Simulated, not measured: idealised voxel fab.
Name of the process module below: voxel self aligned vias
Square cell edge 5 nm, section width 290 nm, ID cut.
If you're reading a cross-section in this doc, picture square cells in a grid; it comes to you as bands, top ones listed first down to the bottom, and a band can be one or more rows of cells. The band entry comprises the height of the band's top followed by the height of its bottom, expressed in nm, and subsequently the band's materials from left to right, each stated together with its width in nm. Where a single material is marked with the word "everywhere", that material fills the band from edge to edge. The word "empty" represents empty space. For the purposes of this specification, 0 denotes the height below which the wafer in its as-received condition is composed wholly of one material, and the lowermost band, lacking a lower limit, extends downward without end, as expressed in "0 nm and below". Graded width ("30 to 40"): value in top row of band = first number; value in bottom row = second number; row-to-row change constant. A step reported as "same as before" is a step in which no cell of the cross-section changed. Entry "Closed void roster". Content: empty spaces with no open connection to the top, size 8 cells or greater. Each: width x height at distance. Distance: from left edge. Unit: nm. What comes after the settings on a step's line is commentary from the simulator itself on that step. What "overlay nm" on a step's line means: if the step has a mask, that mask lay this far to the right of its planned place, or, when the value is negative, to the left.
[Process steps foreseen in the plan]
1) RECEIVE,material Si
2) CONFORMAL_DEP,material SiO2,thk nm 10
3) CONFORMAL_DEP,material SiCN,thk nm 5
4) DIRECTIONAL_DEP,material lowk,thk nm 20
5) MASKED_ETCH,tone open,mask id LINES,width nm 25,pitch nm 65,etch materials lowk,depth nm 20,overlay nm 0
6) CONFORMAL_DEP,material TiN,thk nm 5
7) FILL_DEP,material Ru,thk nm 10
8) CMP,height nm 25
9) SELECTIVE_ETCH,etch materials W Ru TiN,depth nm 5
10) FILL_DEP,material SiN,thk nm 10
11) CMP,height nm 35
12) DIRECTIONAL_DEP,material lowk,thk nm 15
13) DIRECTIONAL_DEP,material aC,thk nm 10
14) PATTERN,tone open,mask id VIAS,material resist,width nm 45,pitch nm 65,thk nm 25,overlay nm 0
15) DIRECTIONAL_ETCH,etch materials aC,depth nm 10
16) STRIP,etch materials resist
17) DIRECTIONAL_ETCH,etch materials lowk,depth nm 15
18) DIRECTIONAL_ETCH,etch materials SiN,depth nm 5
19) STRIP,etch materials aC
20) CONFORMAL_DEP,material TiN,thk nm 5
21) FILL_DEP,material Ru,thk nm 5
22) CMP,height nm 50
23) CONFORMAL_DEP,material SiCN,thk nm 5
The value of height nm given for step 8 in the plan refers to the first wafer; the wafers vary in this setting and are alike at the start.
[The first of several wafers, as received after step 1, seen in section]
0 nm and below  Si everywhere
Closed void roster: none
[Module end state after final step 23: cross-section of the first of several wafers]
55 nm to 50 nm  SiCN everywhere
50 nm to 35 nm  90 nm lowk, then 5 nm TiN, then 35 nm Ru, then 5 nm TiN, then 20 nm lowk, then 5 nm TiN, then 35 nm Ru, then 5 nm TiN, then 90 nm lowk
35 nm to 30 nm  90 nm SiN, then 45 nm TiN, then 20 nm SiN, then 45 nm TiN, then 90 nm SiN
30 nm to 25 nm  SiN everywhere
25 nm to 20 nm  100 nm lowk, then 25 nm SiN, then 40 nm lowk, then 25 nm SiN, then 100 nm lowk
20 nm to 15 nm  100 nm lowk, then 25 nm TiN, then 40 nm lowk, then 25 nm TiN, then 100 nm lowk
15 nm to 10 nm  SiCN everywhere
10 nm to 0 nm  SiO2 everywhere
0 nm and below  Si everywhere
Closed void roster: none
[Last wafer x-sec, end of module]
55 nm to 50 nm  SiCN everywhere
50 nm to 40 nm  90 nm lowk, then 5 nm TiN, then 35 nm Ru, then 5 nm TiN, then 20 nm lowk, then 5 nm TiN, then 35 nm Ru, then 5 nm TiN, then 90 nm lowk
40 nm to 35 nm  90 nm lowk, then 45 nm TiN, then 20 nm lowk, then 45 nm TiN, then 90 nm lowk
35 nm to 20 nm  100 nm lowk, then 5 nm TiN, then 15 nm Ru, then 5 nm TiN, then 40 nm lowk, then 5 nm TiN, then 15 nm Ru, then 5 nm TiN, then 100 nm lowk
20 nm to 15 nm  100 nm lowk, then 25 nm TiN, then 40 nm lowk, then 25 nm TiN, then 100 nm lowk
15 nm to 10 nm  SiCN everywhere
10 nm to 0 nm  SiO2 everywhere
0 nm and below  Si everywhere
Closed void roster: none
[each wafer at the end: cells of each material gained (+) or lost (-) since it was received, then its closed voids]
height nm 25 | +42 Ru | +116 SiCN | +108 SiN | +116 SiO2 | +40 TiN | +216 lowk | Closed void roster: none
height nm 30 | +48 Ru | +116 SiCN | +50 SiN | +116 SiO2 | +44 TiN | +264 lowk | Closed void roster: none
height nm 35 | +46 Ru | +116 SiCN | +116 SiO2 | +48 TiN | +312 lowk | Closed void roster: none
height nm 40 | +46 Ru | +116 SiCN | +116 SiO2 | +48 TiN | +312 lowk | Closed void roster: none
height nm 45 | +46 Ru | +116 SiCN | +116 SiO2 | +48 TiN | +312 lowk | Closed void roster: none
height nm 50 | +46 Ru | +116 SiCN | +116 SiO2 | +48 TiN | +312 lowk | Closed void roster: none
